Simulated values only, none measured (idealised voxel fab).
process module | voxel transistor to metal
cross-section cut | 190 nm wide | cells 5 nm
A cross-section is a grid of square cells, given in bands from the top down. A band is one or more rows of cells.
Each band's line starts with the height of the band's top and of its bottom, in nm. Then come its materials from left to right, each with its width in nm. One material with "throughout" fills the band from edge to edge. "air" is empty space.
Height 0 is the level under which the wafer as received is all one material. The lowest band goes on downwards, as in "0 down".
A width such as "30 to 40" changes by the same amount from each row of cells to the next, from the band's top row to its bottom row.
"no change" after a step means that no cell of the cross-section changed.
closed voids: empty space of 8 cells or more with no open way to the top, each as width x height at its distance from the left edge, in nm
after a step's settings: what the simulator itself notes on the step
overlay nm, on a step with a mask: how far to the right of its planned place the mask lay; to the left if negative
plan
1 op RECEIVE | material Si
2 op OXIDIZE | depth nm 5
3 op CONFORMAL_DEP | material SiN | thk nm 10
4 op PATTERN | tone cover | mask id ACTIVE | material resist | width nm 120 | thk nm 20 | overlay nm 0
5 op DIRECTIONAL_ETCH | etch materials SiN | depth nm 10
6 op DIRECTIONAL_ETCH | etch materials SiO2 | depth nm 5
7 op DIRECTIONAL_ETCH | etch materials Si | depth nm 20
8 op STRIP | etch materials resist
9 op FILL_DEP | material SiO2 | thk nm 15
10 op CMP | height nm 10
11 op SELECTIVE_ETCH | etch materials SiO2 | depth nm 5
12 op STRIP | etch materials SiN
13 op SELECTIVE_ETCH | etch materials SiO2 | depth nm 5
14 op OXIDIZE | depth nm 5
15 op DIRECTIONAL_DEP | material polySi | thk nm 20
16 op DIRECTIONAL_DEP | material SiCN | thk nm 10
17 op DIRECTIONAL_DEP | material aC | thk nm 15
18 op PATTERN | tone cover | mask id GATE | material resist | width nm 30 | thk nm 30 | overlay nm 0
19 op DIRECTIONAL_ETCH | etch materials aC | depth nm 15
20 op STRIP | etch materials resist
21 op DIRECTIONAL_ETCH | etch materials SiCN | depth nm 20
22 op DIRECTIONAL_ETCH | etch materials polySi | depth nm 30
23 op STRIP | etch materials aC
24 op CONFORMAL_DEP | material SiN | thk nm 5
25 op DIRECTIONAL_ETCH | etch materials SiN | depth nm 5
26 op DIRECTIONAL_ETCH | etch materials SiO2 | depth nm 5
27 op DIRECTIONAL_ETCH | etch materials Si | depth nm 10
28 op EPI | material pSi | thk nm 10
29 op FILL_DEP | material SiO2 | thk nm 5
30 op CMP | height nm 15
31 op STRIP | etch materials polySi
32 op SELECTIVE_ETCH | etch materials SiO2 | depth nm 5
33 op CONFORMAL_DEP | material HfO2 | thk nm 5
34 op CONFORMAL_DEP | material TiN | thk nm 5
35 op FILL_DEP | material W | thk nm 5
36 op CMP | height nm 10
37 op DIRECTIONAL_DEP | material SiO2 | thk nm 10
38 op PATTERN | tone open | mask id CONTACT | material resist | width nm 15 | pitch nm 85 | thk nm 20 | overlay nm 0
39 op DIRECTIONAL_ETCH | etch materials SiO2 | depth nm 30
40 op STRIP | etch materials resist
41 op CONFORMAL_DEP | material TiN | thk nm 5
42 op FILL_DEP | material W | thk nm 5
43 op CMP | height nm 20
44 op CONFORMAL_DEP | material SiCN | thk nm 5
45 op DIRECTIONAL_DEP | material SiO2 | thk nm 15
46 op PATTERN | tone open | mask id METAL_1 | material resist | width nm 15 | pitch nm 85 | thk nm 20 | overlay nm 0
47 op DIRECTIONAL_ETCH | etch materials SiO2 | depth nm 15
48 op DIRECTIONAL_ETCH | etch materials SiCN | depth nm 5
49 op STRIP | etch materials resist
50 op CONFORMAL_DEP | material TiN | thk nm 5
51 op FILL_DEP | material W | thk nm 5
52 op CMP | height nm 40
53 op CONFORMAL_DEP | material SiCN | thk nm 5
54 op DIRECTIONAL_DEP | material lowk | thk nm 25
55 op DIRECTIONAL_DEP | material aC | thk nm 15
56 op PATTERN | tone open | mask id METAL_2 | material resist | width nm 15 | pitch nm 85 | thk nm 30 | overlay nm 0
57 op DIRECTIONAL_ETCH | etch materials aC | depth nm 15
58 op STRIP | etch materials resist
59 op DIRECTIONAL_ETCH | etch materials lowk | depth nm 15
60 op STRIP | etch materials aC
61 op PATTERN | tone open | mask id METAL_2_HOLES | material resist | width nm 15 | pitch nm 85 | thk nm 20 | overlay nm 0
62 op DIRECTIONAL_ETCH | etch materials lowk | depth nm 10
63 op DIRECTIONAL_ETCH | etch materials SiCN | depth nm 5
64 op STRIP | etch materials resist
65 op CONFORMAL_DEP | material TiN | thk nm 5
66 op FILL_DEP | material Cu | thk nm 10
67 op CMP | height nm 70
68 op CONFORMAL_DEP | material SiN | thk nm 5
varied across the wafers: thk nm of step 44. The plan shows the first wafer's value. All wafers start alike
first wafer as received, after step 1
  0 down: Si throughout
  closed voids: none
first wafer at the end, after step 68
  75 to 70: SiN throughout
  70 to 45: lowk 45 | TiN 5 | Cu 5 | TiN 5 | lowk 70 | TiN 5 | Cu 5 | TiN 5 | lowk 45
  45 to 40: SiCN 45 | TiN 15 | SiCN 70 | TiN 15 | SiCN 45
  40 to 25: SiO2 45 | TiN 5 | W 5 | TiN 5 | SiO2 70 | TiN 5 | W 5 | TiN 5 | SiO2 45
  25 to 20: SiCN 45 | TiN 15 | SiCN 70 | TiN 15 | SiCN 45
  20 to 10: SiO2 45 | TiN 5 | W 5 | TiN 5 | SiO2 70 | TiN 5 | W 5 | TiN 5 | SiO2 45
  10 to 0: SiO2 45 | TiN 5 | W 5 | TiN 5 | SiO2 15 | SiN 5 | HfO2 5 | TiN 5 | W 10 | TiN 5 | HfO2 5 | SiN 5 | SiO2 15 | TiN 5 | W 5 | TiN 5 | SiO2 45
  0 to -5: SiO2 30 | SiN 5 | SiO2 10 | TiN 5 | W 5 | TiN 5 | SiO2 5 | pSi 10 | SiN 5 | HfO2 5 | TiN 20 | HfO2 5 | SiN 5 | pSi 10 | SiO2 5 | TiN 5 | W 5 | TiN 5 | SiO2 10 | SiN 5 | SiO2 30
  -5 to -10: SiO2 45 | TiN 15 | SiO2 5 | pSi 10 | HfO2 40 | pSi 10 | SiO2 5 | TiN 15 | SiO2 45
  -10 to -20: SiO2 35 | pSi 40 | Si 40 | pSi 40 | SiO2 35
  -20 to -25: SiO2 35 | Si 120 | SiO2 35
  -25 down: Si throughout
  closed voids: none
last wafer at the end
  75 to 70: SiN throughout
  70 to 45: lowk 45 | TiN 5 | Cu 5 | TiN 5 | lowk 70 | TiN 5 | Cu 5 | TiN 5 | lowk 45
  45 to 35: SiCN 45 | TiN 15 | SiCN 70 | TiN 15 | SiCN 45
  35 to 20: SiCN throughout
  20 to 10: SiO2 45 | TiN 5 | W 5 | TiN 5 | SiO2 70 | TiN 5 | W 5 | TiN 5 | SiO2 45
  10 to 0: SiO2 45 | TiN 5 | W 5 | TiN 5 | SiO2 15 | SiN 5 | HfO2 5 | TiN 5 | W 10 | TiN 5 | HfO2 5 | SiN 5 | SiO2 15 | TiN 5 | W 5 | TiN 5 | SiO2 45
  0 to -5: SiO2 30 | SiN 5 | SiO2 10 | TiN 5 | W 5 | TiN 5 | SiO2 5 | pSi 10 | SiN 5 | HfO2 5 | TiN 20 | HfO2 5 | SiN 5 | pSi 10 | SiO2 5 | TiN 5 | W 5 | TiN 5 | SiO2 10 | SiN 5 | SiO2 30
  -5 to -10: SiO2 45 | TiN 15 | SiO2 5 | pSi 10 | HfO2 40 | pSi 10 | SiO2 5 | TiN 15 | SiO2 45
  -10 to -20: SiO2 35 | pSi 40 | Si 40 | pSi 40 | SiO2 35
  -20 to -25: SiO2 35 | Si 120 | SiO2 35
  -25 down: Si throughout
  closed voids: none
each wafer at the end: cells of each material gained (+) or lost (-) since it was received, then its closed voids
thk nm 5 | +10 Cu | +14 HfO2 | -150 Si | +64 SiCN | +46 SiN | +288 SiO2 | +78 TiN | +20 W | +160 lowk | +40 pSi | closed voids: none
thk nm 10 | +10 Cu | +14 HfO2 | -150 Si | +102 SiCN | +46 SiN | +256 SiO2 | +74 TiN | +18 W | +160 lowk | +40 pSi | closed voids: none
thk nm 15 | +10 Cu | +14 HfO2 | -150 Si | +140 SiCN | +46 SiN | +224 SiO2 | +70 TiN | +16 W | +160 lowk | +40 pSi | closed voids: none
thk nm 20 | +10 Cu | +14 HfO2 | -150 Si | +178 SiCN | +46 SiN | +192 SiO2 | +66 TiN | +14 W | +160 lowk | +40 pSi | closed voids: none
